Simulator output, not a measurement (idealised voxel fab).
The name of this process module is voxel self aligned contacts.
195 nm wide, 5 nm square cells: that's cross-section cut.
In this document a cross-section is written as a grid of square cells. It is given as a series of bands, listed from the top down, and a band is one or more rows of cells.
Band: top height; bottom height; in nm. Then, left to right: material with width in nm, for each material. "edge to edge": a single material spanning edge to edge. "empty": empty space.
Below 0: as-received wafer, all one material; heights counted from there. Lowest band: no bottom, goes on down, written "0 -> down".
Width spec "30 to 40" -> top row of cells at first value, bottom row at second value, equal per-row change in between.
Reading "no alterations made" for a step: not a cell of the cross-section changed in it.
Heads up: "Trapped void list" only lists the empty pockets with no open path to the top that are 8 cells or more, and it writes them as width x height at distance, distance from the left edge, in nm.
after a step's settings: what the simulator itself notes on the step
For masked steps, "overlay nm" on the step line gives how far right of plan the mask actually lay; a minus sign means it lay to the left.

### List of planned process steps
1) RECEIVE | material Si
2) CONFORMAL_DEP | material SiO2 | thk nm 5
3) DIRECTIONAL_DEP | material polySi | thk nm 20
4) DIRECTIONAL_DEP | material SiN | thk nm 15
5) PATTERN | tone cover | mask id GATE | material resist | width nm 30 | pitch nm 65 | thk nm 15 | overlay nm 0
6) DIRECTIONAL_ETCH | etch materials SiN | depth nm 15
7) DIRECTIONAL_ETCH | etch materials polySi | depth nm 20
8) STRIP | etch materials resist
9) CONFORMAL_DEP | material SiN | thk nm 5
10) DIRECTIONAL_ETCH | etch materials SiN | depth nm 5
11) FILL_DEP | material SiO2 | thk nm 15
12) CMP | height nm 50
13) PATTERN | tone open | mask id CONTACT | material resist | width nm 45 | thk nm 20 | overlay nm 0
14) DIRECTIONAL_ETCH | etch materials SiO2 | depth nm 50
15) STRIP | etch materials resist
16) CONFORMAL_DEP | material TiN | thk nm 5
17) FILL_DEP | material Ru | thk nm 5
18) CMP | height nm 50
19) CONFORMAL_DEP | material SiCN | thk nm 5

### First wafer out of two, processed as planned

### Cross-section of the wafer as it came to us, i.e., already through step 1
- 0 -> down: Si edge to edge
- Trapped void list: none

### The wafer in cross-section once step 2 is complete
- 5 -> 0: SiO2 edge to edge
- Below 0, the layers are the same as they were.

### The wafer in cross-section once step 3 is complete
- 25 -> 5: polySi edge to edge
- Below 5, the layers are the same as they were.

### The wafer in cross-section once step 4 is complete
- 40 -> 25: SiN edge to edge
- Below 25, the layers are the same as they were.

### The wafer in cross-section once step 5 is complete
- 55 -> 40: empty 50 nm | resist 30 nm | empty 35 nm | resist 30 nm | empty 50 nm
- Below 40, the layers are the same as they were.

### The wafer in cross-section once step 6 is complete
- 55 -> 40: empty 50 nm | resist 30 nm | empty 35 nm | resist 30 nm | empty 50 nm
- 40 -> 25: empty 50 nm | SiN 30 nm | empty 35 nm | SiN 30 nm | empty 50 nm
- Below 25, the layers are the same as they were.

### The wafer in cross-section once step 7 is complete
- 55 -> 40: empty 50 nm | resist 30 nm | empty 35 nm | resist 30 nm | empty 50 nm
- 40 -> 25: empty 50 nm | SiN 30 nm | empty 35 nm | SiN 30 nm | empty 50 nm
- 25 -> 5: empty 50 nm | polySi 30 nm | empty 35 nm | polySi 30 nm | empty 50 nm
- Below 5, the layers are the same as they were.

### The wafer in cross-section once step 8 is complete
- 40 -> 25: empty 50 nm | SiN 30 nm | empty 35 nm | SiN 30 nm | empty 50 nm
- Below 25, the layers are the same as they were.

### The wafer in cross-section once step 9 is complete
- 45 -> 25: empty 45 nm | SiN 40 nm | empty 25 nm | SiN 40 nm | empty 45 nm
- 25 -> 10: empty 45 nm | SiN 5 nm | polySi 30 nm | SiN 5 nm | empty 25 nm | SiN 5 nm | polySi 30 nm | SiN 5 nm | empty 45 nm
- 10 -> 5: SiN 50 nm | polySi 30 nm | SiN 35 nm | polySi 30 nm | SiN 50 nm
- Below 5, the layers are the same as they were.

### The wafer in cross-section once step 10 is complete
- 40 -> 25: empty 45 nm | SiN 40 nm | empty 25 nm | SiN 40 nm | empty 45 nm
- 25 -> 5: empty 45 nm | SiN 5 nm | polySi 30 nm | SiN 5 nm | empty 25 nm | SiN 5 nm | polySi 30 nm | SiN 5 nm | empty 45 nm
- Below 5, the layers are the same as they were.

### The wafer in cross-section once step 11 is complete
- 55 -> 40: SiO2 edge to edge
- 40 -> 25: SiO2 45 nm | SiN 40 nm | SiO2 25 nm | SiN 40 nm | SiO2 45 nm
- 25 -> 5: SiO2 45 nm | SiN 5 nm | polySi 30 nm | SiN 5 nm | SiO2 25 nm | SiN 5 nm | polySi 30 nm | SiN 5 nm | SiO2 45 nm
- Below 5, the layers are the same as they were.

### The wafer in cross-section once step 12 is complete
- 50 -> 40: SiO2 edge to edge
- Below 40, the layers are the same as they were.

### The wafer in cross-section once step 13 is complete
- 70 -> 50: resist 75 nm | empty 45 nm | resist 75 nm
- Below 50, the layers are the same as they were.

### The wafer in cross-section once step 14 is complete
- 70 -> 50: resist 75 nm | empty 45 nm | resist 75 nm
- 50 -> 40: SiO2 75 nm | empty 45 nm | SiO2 75 nm
- 40 -> 25: SiO2 45 nm | SiN 40 nm | empty 25 nm | SiN 40 nm | SiO2 45 nm
- 25 -> 5: SiO2 45 nm | SiN 5 nm | polySi 30 nm | SiN 5 nm | empty 25 nm | SiN 5 nm | polySi 30 nm | SiN 5 nm | SiO2 45 nm
- 5 -> 0: SiO2 85 nm | empty 25 nm | SiO2 85 nm
- Below 0, the layers are the same as they were.

### The wafer in cross-section once step 15 is complete
- 50 -> 40: SiO2 75 nm | empty 45 nm | SiO2 75 nm
- Below 40, the layers are the same as they were.

### The wafer in cross-section once step 16 is complete
- 55 -> 50: TiN 80 nm | empty 35 nm | TiN 80 nm
- 50 -> 40: SiO2 75 nm | TiN 5 to 15 nm | empty 35 to 15 nm | TiN 5 to 15 nm | SiO2 75 nm
- 40 -> 25: SiO2 45 nm | SiN 40 nm | TiN 5 nm | empty 15 nm | TiN 5 nm | SiN 40 nm | SiO2 45 nm
- 25 -> 5: SiO2 45 nm | SiN 5 nm | polySi 30 nm | SiN 5 nm | TiN 5 nm | empty 15 nm | TiN 5 nm | SiN 5 nm | polySi 30 nm | SiN 5 nm | SiO2 45 nm
- 5 -> 0: SiO2 85 nm | TiN 25 nm | SiO2 85 nm
- Below 0, the layers are the same as they were.

### The wafer in cross-section once step 17 is complete
- 60 -> 55: Ru edge to edge
- 55 -> 50: TiN 80 nm | Ru 35 nm | TiN 80 nm
- 50 -> 40: SiO2 75 nm | TiN 5 to 15 nm | Ru 35 to 15 nm | TiN 5 to 15 nm | SiO2 75 nm
- 40 -> 25: SiO2 45 nm | SiN 40 nm | TiN 5 nm | Ru 15 nm | TiN 5 nm | SiN 40 nm | SiO2 45 nm
- 25 -> 5: SiO2 45 nm | SiN 5 nm | polySi 30 nm | SiN 5 nm | TiN 5 nm | Ru 15 nm | TiN 5 nm | SiN 5 nm | polySi 30 nm | SiN 5 nm | SiO2 45 nm
- Below 5, the layers are the same as they were.

### The wafer in cross-section once step 18 is complete
- 50 -> 40: SiO2 75 nm | TiN 5 to 15 nm | Ru 35 to 15 nm | TiN 5 to 15 nm | SiO2 75 nm
- Below 40, the layers are the same as they were.

### The wafer in cross-section once step 19 is complete
- 55 -> 50: SiCN edge to edge
- Below 50, the layers are the same as they were.

### The second wafer was prepared from the same starting point and under the same plan as the first; its processing contained one mistake, and it remains indistinguishable from the first wafer up to and including step 8

Cross-section of the second wafer at the time step 9 of the plan should have ended: no alterations made

### Cross-section of the second wafer at the time step 10 of the plan should have ended
- 35 -> 25: empty 50 nm | SiN 30 nm | empty 35 nm | SiN 30 nm | empty 50 nm
- Below 25, the layers are the same as they were.

### Cross-section of the second wafer at the time step 11 of the plan should have ended
- 50 -> 35: SiO2 edge to edge
- 35 -> 25: SiO2 50 nm | SiN 30 nm | SiO2 35 nm | SiN 30 nm | SiO2 50 nm
- 25 -> 5: SiO2 50 nm | polySi 30 nm | SiO2 35 nm | polySi 30 nm | SiO2 50 nm
- Below 5, the layers are the same as they were.

Cross-section of the second wafer at the time step 12 of the plan should have ended: no alterations made

### Cross-section of the second wafer at the time step 13 of the plan should have ended
- 70 -> 50: resist 75 nm | empty 45 nm | resist 75 nm
- Below 50, the layers are the same as they were.

### Cross-section of the second wafer at the time step 14 of the plan should have ended
- 70 -> 50: resist 75 nm | empty 45 nm | resist 75 nm
- 50 -> 35: SiO2 75 nm | empty 45 nm | SiO2 75 nm
- 35 -> 25: SiO2 50 nm | SiN 30 nm | empty 35 nm | SiN 30 nm | SiO2 50 nm
- 25 -> 5: SiO2 50 nm | polySi 30 nm | empty 35 nm | polySi 30 nm | SiO2 50 nm
- 5 -> 0: SiO2 80 nm | empty 35 nm | SiO2 80 nm
- Below 0, the layers are the same as they were.

### Cross-section of the second wafer at the time step 15 of the plan should have ended
- 50 -> 35: SiO2 75 nm | empty 45 nm | SiO2 75 nm
- Below 35, the layers are the same as they were.

### Cross-section of the second wafer at the time step 16 of the plan should have ended
- 55 -> 50: TiN 80 nm | empty 35 nm | TiN 80 nm
- 50 -> 40: SiO2 75 nm | TiN 5 nm | empty 35 nm | TiN 5 nm | SiO2 75 nm
- 40 -> 35: SiO2 75 nm | TiN 10 nm | empty 25 nm | TiN 10 nm | SiO2 75 nm
- 35 -> 25: SiO2 50 nm | SiN 30 nm | TiN 5 nm | empty 25 nm | TiN 5 nm | SiN 30 nm | SiO2 50 nm
- 25 -> 5: SiO2 50 nm | polySi 30 nm | TiN 5 nm | empty 25 nm | TiN 5 nm | polySi 30 nm | SiO2 50 nm
- 5 -> 0: SiO2 80 nm | TiN 35 nm | SiO2 80 nm
- Below 0, the layers are the same as they were.

### Cross-section of the second wafer at the time step 17 of the plan should have ended
- 60 -> 55: Ru edge to edge
- 55 -> 50: TiN 80 nm | Ru 35 nm | TiN 80 nm
- 50 -> 40: SiO2 75 nm | TiN 5 nm | Ru 35 nm | TiN 5 nm | SiO2 75 nm
- 40 -> 35: SiO2 75 nm | TiN 10 nm | Ru 25 nm | TiN 10 nm | SiO2 75 nm
- 35 -> 25: SiO2 50 nm | SiN 30 nm | TiN 5 nm | Ru 25 nm | TiN 5 nm | SiN 30 nm | SiO2 50 nm
- 25 -> 5: SiO2 50 nm | polySi 30 nm | TiN 5 nm | Ru 25 nm | TiN 5 nm | polySi 30 nm | SiO2 50 nm
- Below 5, the layers are the same as they were.

### Cross-section of the second wafer at the time step 18 of the plan should have ended
- 50 -> 40: SiO2 75 nm | TiN 5 nm | Ru 35 nm | TiN 5 nm | SiO2 75 nm
- Below 40, the layers are the same as they were.

### Cross-section of the second wafer at the time step 19 of the plan should have ended
- 55 -> 50: SiCN edge to edge
- Below 50, the layers are the same as they were.
The mistake made against the process plan was this: step 9 of the plan was omitted and not executed
Heads up, by the end the second wafer has more or fewer cells of some materials compared to the first: Ru: 18 more | SiN: 40 fewer | SiO2: 22 more
